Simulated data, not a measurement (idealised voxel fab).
Name of the process module below: voxel capacitor over wiring
Section shown: cut. Width: 245 nm. Cell size: 5 nm, square.
A cross-section is written here as square cells arranged in a grid, and it is given in bands from the top down, each band taking up one or more rows of cells. This entry defines a band. It first specifies the height of the band's top and the height of its bottom in nm, and then specifies the band's materials from left to right, stating each material with its width in nm. The word "throughout" identifies a single material that fills the band from edge to edge, while the word "air" identifies empty space. Height datum 0, below which the as-received substrate wafer is one material. Lowest band open at the bottom, running downward: "0 -> down". So if you see something like "30..40" for the width, read it as the top row of the band sitting at the first number and the bottom row at the second, with every row in between moving by the same amount as the last. When a step is marked "no modifications", none of the cells in the cross-section changed during that step. Enclosed voids (no open way to top), threshold 8 cells or more, entry "Enclosed void entries", notation width x height at distance, distance from left edge, nm. Text after the settings on a step's line: the simulator's own remark on that step. overlay nm: mask offset rightward from planned place, masked step; negative means leftward offset.

[Steps in the process plan]
1) RECEIVE | material Si
2) CONFORMAL_DEP | material SiO2 | thk nm 10
3) CONFORMAL_DEP | material SiN | thk nm 5
4) DIRECTIONAL_DEP | material SiO2 | thk nm 15
5) DIRECTIONAL_DEP | material aC | thk nm 15
6) PATTERN | tone open | mask id METAL_1 | material resist | width nm 25 | pitch nm 75 | thk nm 30 | overlay nm 0
7) DIRECTIONAL_ETCH | etch materials aC | depth nm 15
8) STRIP | etch materials resist
9) DIRECTIONAL_ETCH | etch materials SiO2 | depth nm 15
10) DIRECTIONAL_ETCH | etch materials SiN | depth nm 5
11) STRIP | etch materials aC
12) CONFORMAL_DEP | material TiN | thk nm 5
13) FILL_DEP | material Cu | thk nm 5
14) CMP | height nm 30
15) CONFORMAL_DEP | material SiCN | thk nm 5
16) DIRECTIONAL_DEP | material lowk | thk nm 15
17) PATTERN | tone open | mask id PLUG_1 | material resist | width nm 15 | thk nm 20 | overlay nm 0
18) DIRECTIONAL_ETCH | etch materials lowk | depth nm 15
19) DIRECTIONAL_ETCH | etch materials SiCN | depth nm 5
20) STRIP | etch materials resist
21) CONFORMAL_DEP | material TiN | thk nm 5
22) FILL_DEP | material Ru | thk nm 10
23) CMP | height nm 50
24) DIRECTIONAL_DEP | material TiN | thk nm 10
25) DIRECTIONAL_DEP | material HfO2 | thk nm 5
26) DIRECTIONAL_DEP | material TiN | thk nm 10
27) MASKED_ETCH | tone cover | mask id UPPER_PLATE | width nm 55 | etch materials TiN | depth nm 10 | overlay nm 0
28) MASKED_ETCH | tone cover | mask id UPPER_PLATE | width nm 55 | etch materials HfO2 | depth nm 5 | overlay nm 0
29) PATTERN | tone cover | mask id LOWER_PLATE | material resist | width nm 65 | thk nm 20 | overlay nm 0
30) DIRECTIONAL_ETCH | etch materials TiN | depth nm 10
31) STRIP | etch materials resist
32) FILL_DEP | material SiO2 | thk nm 15
33) CMP | height nm 85
34) DIRECTIONAL_DEP | material aC | thk nm 10
35) PATTERN | tone open | mask id PLUG_2 | material resist | width nm 15 | thk nm 30 | overlay nm 0
36) DIRECTIONAL_ETCH | etch materials aC | depth nm 10
37) STRIP | etch materials resist
38) DIRECTIONAL_ETCH | etch materials SiO2 | depth nm 10
39) STRIP | etch materials aC
40) CONFORMAL_DEP | material TiN | thk nm 5
41) FILL_DEP | material Ru | thk nm 10
42) CMP | height nm 85
43) CONFORMAL_DEP | material SiN | thk nm 5

[First of the two wafers, run per plan]

[Wafer at receipt (post step 1), cross-section]
> 0 -> down  Si throughout
> Enclosed void entries: none

[Presented here is a cross-section of the wafer after step 2 has been performed]
> 10 -> 0  SiO2 throughout
> Below 0, no change.

[Presented here is a cross-section of the wafer after step 3 has been performed]
> 15 -> 10  SiN throughout
> Below 10, no change.

[Presented here is a cross-section of the wafer after step 4 has been performed]
> 30 -> 15  SiO2 throughout
> Below 15, no change.

[Presented here is a cross-section of the wafer after step 5 has been performed]
> 45 -> 30  aC throughout
> Below 30, no change.

[Presented here is a cross-section of the wafer after step 6 has been performed]
> 75 -> 45  resist 70  air 25  resist 50  air 25  resist 75
> Below 45, no change.

[Presented here is a cross-section of the wafer after step 7 has been performed]
> 60 -> 45  resist 70  air 25  resist 50  air 25  resist 75
> 45 -> 30  aC 70  air 25  aC 50  air 25  aC 75
> Below 30, no change.

[Presented here is a cross-section of the wafer after step 8 has been performed]
> 45 -> 30  aC 70  air 25  aC 50  air 25  aC 75
> Below 30, no change.

[Presented here is a cross-section of the wafer after step 9 has been performed]
> 45 -> 30  aC 70  air 25  aC 50  air 25  aC 75
> 30 -> 15  SiO2 70  air 25  SiO2 50  air 25  SiO2 75
> Below 15, no change.

[Presented here is a cross-section of the wafer after step 10 has been performed]
> 45 -> 30  aC 70  air 25  aC 50  air 25  aC 75
> 30 -> 15  SiO2 70  air 25  SiO2 50  air 25  SiO2 75
> 15 -> 10  SiN 70  air 25  SiN 50  air 25  SiN 75
> Below 10, no change.

[Presented here is a cross-section of the wafer after step 11 has been performed]
> 30 -> 15  SiO2 70  air 25  SiO2 50  air 25  SiO2 75
> Below 15, no change.

[Presented here is a cross-section of the wafer after step 12 has been performed]
> 35 -> 30  TiN 75  air 15  TiN 60  air 15  TiN 80
> 30 -> 15  SiO2 70  TiN 5  air 15  TiN 5  SiO2 50  TiN 5  air 15  TiN 5  SiO2 75
> 15 -> 10  SiN 70  TiN 25  SiN 50  TiN 25  SiN 75
> Below 10, no change.

[Presented here is a cross-section of the wafer after step 13 has been performed]
> 40 -> 35  Cu throughout
> 35 -> 30  TiN 75  Cu 15  TiN 60  Cu 15  TiN 80
> 30 -> 15  SiO2 70  TiN 5  Cu 15  TiN 5  SiO2 50  TiN 5  Cu 15  TiN 5  SiO2 75
> Below 15, no change.

[Presented here is a cross-section of the wafer after step 14 has been performed]
> 30 -> 15  SiO2 70  TiN 5  Cu 15  TiN 5  SiO2 50  TiN 5  Cu 15  TiN 5  SiO2 75
> Below 15, no change.

[Presented here is a cross-section of the wafer after step 15 has been performed]
> 35 -> 30  SiCN throughout
> Below 30, no change.

[Presented here is a cross-section of the wafer after step 16 has been performed]
> 50 -> 35  lowk throughout
> Below 35, no change.

[Presented here is a cross-section of the wafer after step 17 has been performed]
> 70 -> 50  resist 80  air 15  resist 150
> Below 50, no change.

[Presented here is a cross-section of the wafer after step 18 has been performed]
> 70 -> 50  resist 80  air 15  resist 150
> 50 -> 35  lowk 80  air 15  lowk 150
> Below 35, no change.

[Presented here is a cross-section of the wafer after step 19 has been performed]
> 70 -> 50  resist 80  air 15  resist 150
> 50 -> 35  lowk 80  air 15  lowk 150
> 35 -> 30  SiCN 80  air 15  SiCN 150
> Below 30, no change.

[Presented here is a cross-section of the wafer after step 20 has been performed]
> 50 -> 35  lowk 80  air 15  lowk 150
> Below 35, no change.

[Presented here is a cross-section of the wafer after step 21 has been performed]
> 55 -> 50  TiN 85  air 5  TiN 155
> 50 -> 35  lowk 80  TiN 5  air 5  TiN 5  lowk 150
> 35 -> 30  SiCN 80  TiN 15  SiCN 150
> Below 30, no change.

[Presented here is a cross-section of the wafer after step 22 has been performed]
> 65 -> 55  Ru throughout
> 55 -> 50  TiN 85  Ru 5  TiN 155
> 50 -> 35  lowk 80  TiN 5  Ru 5  TiN 5  lowk 150
> Below 35, no change.

[Presented here is a cross-section of the wafer after step 23 has been performed]
> 50 -> 35  lowk 80  TiN 5  Ru 5  TiN 5  lowk 150
> Below 35, no change.

[Presented here is a cross-section of the wafer after step 24 has been performed]
> 60 -> 50  TiN throughout
> Below 50, no change.

[Presented here is a cross-section of the wafer after step 25 has been performed]
> 65 -> 60  HfO2 throughout
> Below 60, no change.

[Presented here is a cross-section of the wafer after step 26 has been performed]
> 75 -> 65  TiN throughout
> Below 65, no change.

[Presented here is a cross-section of the wafer after step 27 has been performed]
> 75 -> 65  air 80  TiN 55  air 110
> Below 65, no change.

[Presented here is a cross-section of the wafer after step 28 has been performed]
> 75 -> 65  air 80  TiN 55  air 110
> 65 -> 60  air 80  HfO2 55  air 110
> Below 60, no change.

[Presented here is a cross-section of the wafer after step 29 has been performed]
> 95 -> 75  air 75  resist 65  air 105
> 75 -> 65  air 75  resist 5  TiN 55  resist 5  air 105
> 65 -> 60  air 75  resist 5  HfO2 55  resist 5  air 105
> Below 60, no change.

[Presented here is a cross-section of the wafer after step 30 has been performed]
> 95 -> 75  air 75  resist 65  air 105
> 75 -> 65  air 75  resist 5  TiN 55  resist 5  air 105
> 65 -> 60  air 75  resist 5  HfO2 55  resist 5  air 105
> 60 -> 50  air 75  TiN 65  air 105
> Below 50, no change.

[Presented here is a cross-section of the wafer after step 31 has been performed]
> 75 -> 65  air 80  TiN 55  air 110
> 65 -> 60  air 80  HfO2 55  air 110
> Below 60, no change.

[Presented here is a cross-section of the wafer after step 32 has been performed]
> 90 -> 75  SiO2 throughout
> 75 -> 65  SiO2 80  TiN 55  SiO2 110
> 65 -> 60  SiO2 80  HfO2 55  SiO2 110
> 60 -> 50  SiO2 75  TiN 65  SiO2 105
> Below 50, no change.

[Presented here is a cross-section of the wafer after step 33 has been performed]
> 85 -> 75  SiO2 throughout
> Below 75, no change.

[Presented here is a cross-section of the wafer after step 34 has been performed]
> 95 -> 85  aC throughout
> Below 85, no change.

[Presented here is a cross-section of the wafer after step 35 has been performed]
> 125 -> 95  resist 90  air 15  resist 140
> Below 95, no change.

[Presented here is a cross-section of the wafer after step 36 has been performed]
> 115 -> 95  resist 90  air 15  resist 140
> 95 -> 85  aC 90  air 15  aC 140
> Below 85, no change.

[Presented here is a cross-section of the wafer after step 37 has been performed]
> 95 -> 85  aC 90  air 15  aC 140
> Below 85, no change.

[Presented here is a cross-section of the wafer after step 38 has been performed]
> 95 -> 85  aC 90  air 15  aC 140
> 85 -> 75  SiO2 90  air 15  SiO2 140
> Below 75, no change.

[Presented here is a cross-section of the wafer after step 39 has been performed]
> 85 -> 75  SiO2 90  air 15  SiO2 140
> Below 75, no change.

[Presented here is a cross-section of the wafer after step 40 has been performed]
> 90 -> 85  TiN 95  air 5  TiN 145
> 85 -> 80  SiO2 90  TiN 5  air 5  TiN 5  SiO2 140
> 80 -> 75  SiO2 90  TiN 15  SiO2 140
> Below 75, no change.

[Presented here is a cross-section of the wafer after step 41 has been performed]
> 100 -> 90  Ru throughout
> 90 -> 85  TiN 95  Ru 5  TiN 145
> 85 -> 80  SiO2 90  TiN 5  Ru 5  TiN 5  SiO2 140
> Below 80, no change.

[Presented here is a cross-section of the wafer after step 42 has been performed]
> 85 -> 80  SiO2 90  TiN 5  Ru 5  TiN 5  SiO2 140
> Below 80, no change.

[Presented here is a cross-section of the wafer after step 43 has been performed]
> 90 -> 85  SiN throughout
> Below 85, no change.

[Companion wafer, the second of two: same beginning, same intended sequence, one mistake in carrying it out; through step 28 inclusive it tracks the first exactly]

[Cross-section of the second wafer when, according to plan, step 29 should have finished]
> 95 -> 75  air 70  resist 65  air 110
> 75 -> 65  air 70  resist 10  TiN 55  air 110
> 65 -> 60  air 70  resist 10  HfO2 55  air 110
> Below 60, no change.

[Cross-section of the second wafer when, according to plan, step 30 should have finished]
> 95 -> 75  air 70  resist 65  air 110
> 75 -> 65  air 70  resist 10  TiN 55  air 110
> 65 -> 60  air 70  resist 10  HfO2 55  air 110
> 60 -> 50  air 70  TiN 65  air 110
> Below 50, no change.

[Cross-section of the second wafer when, according to plan, step 31 should have finished]
> 75 -> 65  air 80  TiN 55  air 110
> 65 -> 60  air 80  HfO2 55  air 110
> Below 60, no change.

[Cross-section of the second wafer when, according to plan, step 32 should have finished]
> 90 -> 75  SiO2 throughout
> 75 -> 65  SiO2 80  TiN 55  SiO2 110
> 65 -> 60  SiO2 80  HfO2 55  SiO2 110
> 60 -> 50  SiO2 70  TiN 65  SiO2 110
> Below 50, no change.

[Cross-section of the second wafer when, according to plan, step 33 should have finished]
> 85 -> 75  SiO2 throughout
> Below 75, no change.

[Cross-section of the second wafer when, according to plan, step 34 should have finished]
> 95 -> 85  aC throughout
> Below 85, no change.

[Cross-section of the second wafer when, according to plan, step 35 should have finished]
> 125 -> 95  resist 90  air 15  resist 140
> Below 95, no change.

[Cross-section of the second wafer when, according to plan, step 36 should have finished]
> 115 -> 95  resist 90  air 15  resist 140
> 95 -> 85  aC 90  air 15  aC 140
> Below 85, no change.

[Cross-section of the second wafer when, according to plan, step 37 should have finished]
> 95 -> 85  aC 90  air 15  aC 140
> Below 85, no change.

[Cross-section of the second wafer when, according to plan, step 38 should have finished]
> 95 -> 85  aC 90  air 15  aC 140
> 85 -> 75  SiO2 90  air 15  SiO2 140
> Below 75, no change.

[Cross-section of the second wafer when, according to plan, step 39 should have finished]
> 85 -> 75  SiO2 90  air 15  SiO2 140
> Below 75, no change.

[Cross-section of the second wafer when, according to plan, step 40 should have finished]
> 90 -> 85  TiN 95  air 5  TiN 145
> 85 -> 80  SiO2 90  TiN 5  air 5  TiN 5  SiO2 140
> 80 -> 75  SiO2 90  TiN 15  SiO2 140
> Below 75, no change.

[Cross-section of the second wafer when, according to plan, step 41 should have finished]
> 100 -> 90  Ru throughout
> 90 -> 85  TiN 95  Ru 5  TiN 145
> 85 -> 80  SiO2 90  TiN 5  Ru 5  TiN 5  SiO2 140
> Below 80, no change.

[Cross-section of the second wafer when, according to plan, step 42 should have finished]
> 85 -> 80  SiO2 90  TiN 5  Ru 5  TiN 5  SiO2 140
> Below 80, no change.

[Cross-section of the second wafer when, according to plan, step 43 should have finished]
> 90 -> 85  SiN throughout
> Below 85, no change.
In executing the process, a mistake was made relative to the plan: it should be noted that step 29 was executed with settings other than those planned, the operation and settings actually applied being PATTERN | tone cover | mask id LOWER_PLATE | material resist | width nm 65 | thk nm 20 | overlay nm -5
If you tally the cells, the second wafer ends up with the same amount of every material as the first; it's all just sitting in different places.
